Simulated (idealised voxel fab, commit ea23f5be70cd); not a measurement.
voxel tone inversion: a process module
Square cell edge 5 nm, section width 245 nm, ID cut.
Format of a cross-section: grid, square cells. Given as bands. Order: top down. Band: one or more rows of cells.
For a band, the entry starts with two heights in nm, that of the top and then that of the bottom, and carries on with the band's materials in order from left to right, each alongside its width in nm; the word "full width" beside a single material means it fills the band edge to edge, and "empty" means empty space.
Heights are expressed relative to 0, this being the level below which the as-received wafer comprises one material exclusively. The lowest band is unbounded in the downward direction and is denoted as in "0 -> down".
The width entry "30..40" should be interpreted row by row: the top row of cells in the band takes the first number, the bottom row takes the second number, and the change between adjacent rows is uniform throughout.
"stayed the same" for a step: no cell of the cross-section changed in that step.
If an empty space has no open way to the top and is at least 8 cells in size, "Closed internal cavities" lists it, written width x height at distance, where distance is measured from the left edge and every value is in nm.
Read whatever lies past the settings on a step's line as the simulator's own remark about the step.
If you see "overlay nm" on a step's line and that step has a mask, it's telling you how far right of where it was planned the mask ended up; a negative number means it went left instead.

[Process steps - plan]
1: RECEIVE with material Si
2: CONFORMAL_DEP with material SiCN, thk nm 5
3: DIRECTIONAL_DEP with material polySi, thk nm 15
4: PATTERN with tone cover, mask id POSTS, material resist, width nm 20, pitch nm 45, thk nm 20, overlay nm 0
5: DIRECTIONAL_ETCH with etch materials polySi, depth nm 15
6: STRIP with etch materials resist
7: FILL_DEP with material lowk, thk nm 5
8: CMP with height nm 20
9: STRIP with etch materials polySi

[Cross-section: wafer on arrival = after step 1]
> 0 -> down = Si full width
> Closed internal cavities: none

[Starting structure and process plan are as shown above, but one mistake was made in running the module; the wafer cross-section at the end of the module follows]
> 20 -> 15 = lowk 45 nm, then empty 20 nm, then lowk 25 nm, then empty 20 nm, then lowk 25 nm, then empty 20 nm, then lowk 25 nm, then empty 20 nm, then lowk 45 nm
> 15 -> 0 = SiCN full width
> 0 -> down = Si full width
> Closed internal cavities: none
Against the plan, the run slipped here: step 2: run off-plan, actual operation and settings CONFORMAL_DEP with material SiCN, thk nm 15
